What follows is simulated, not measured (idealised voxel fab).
Title: Process Module voxel ribs on slabs
It is cross-section cut that appears here, measuring 300 nm in width, its square cells being 5 nm in size.
Cross-section = grid of square cells, listed top down in bands; band = one or more rows. In this notation a band is specified by the heights of its top and bottom, in that order and in nm, after which its materials appear from left to right, each paired with its width in nm. The word "throughout" attached to a single material means that material fills the band from edge to edge; the word "empty" stands for empty space. Convention: height 0 is the level below which the wafer, as received, is all one material. The lowest band does not terminate at the bottom but continues downward, represented as "0 down". A two-number width, for instance "30 to 40", indicates that the width is equal to the first number in the top row of the band and to the second number in the bottom row, and that it changes by a constant amount per row of cells. Take "no change occurred" at face value: in the step it is given for, the cross-section changed in none of its cells. Look at "Sealed void listing" for the closed voids: empty spaces with no open path to the top, sized 8 cells or up. Each is width x height at distance, distance from the left edge, all nm. Note: text after step settings on the step line = simulator remark on that step. Each step line may optionally specify "overlay nm", which for a step with a mask gives the rightward distance between the mask's planned place and where it lay, a negative value indicating the leftward direction.

-- Steps planned for the process
step 1: RECEIVE with material Si
step 2: DIRECTIONAL_DEP with material SiO2, thk nm 25
step 3: DIRECTIONAL_DEP with material SiN, thk nm 15
step 4: PATTERN with tone cover, mask id RIB, material resist, width nm 25, thk nm 20, overlay nm 0
step 5: DIRECTIONAL_ETCH with etch materials SiN, depth nm 5
step 6: STRIP with etch materials resist
step 7: PATTERN with tone cover, mask id SLAB, material resist, width nm 85, thk nm 15, overlay nm 0
step 8: DIRECTIONAL_ETCH with etch materials SiN, depth nm 10
step 9: STRIP with etch materials resist
step 10: FILL_DEP with material SiO2, thk nm 25
step 11: CMP with height nm 60
step 12: DIRECTIONAL_DEP with material W, thk nm 5
step 13: PATTERN with tone cover, mask id HEATER, material resist, width nm 35, thk nm 15, overlay nm 0
step 14: DIRECTIONAL_ETCH with etch materials W, depth nm 5
step 15: STRIP with etch materials resist
step 16: CONFORMAL_DEP with material SiO2, thk nm 5

-- Shown in cross-section is the wafer as received, that is, as it stands after step 1
0 down  Si throughout
Sealed void listing: none

-- Cross-section taken at module completion on the first of two wafers; processed per the plan
70 to 65  empty=125, SiO2=45, empty=130
65 to 60  SiO2=130, W=35, SiO2=135
60 to 40  SiO2 throughout
40 to 35  SiO2=135, SiN=25, SiO2=140
35 to 25  SiO2=105, SiN=85, SiO2=110
25 to 0  SiO2 throughout
0 down  Si throughout
Sealed void listing: none

-- So this is wafer number two of the two, cut at the end of the module - it started where the first did and had the same plan, we just got one thing wrong running it
70 to 65  empty=125, SiO2=45, empty=130
65 to 60  SiO2=130, W=35, SiO2=135
60 to 50  SiO2=105, SiN=85, SiO2=110
50 to 0  SiO2 throughout
0 down  Si throughout
Sealed void listing: none
What went wrong in running the wafer? step 2 of the plan was carried out twice
Final cells, second wafer relative to first, materials higher or lower: 5 fewer of SiN | 5 more of SiO2
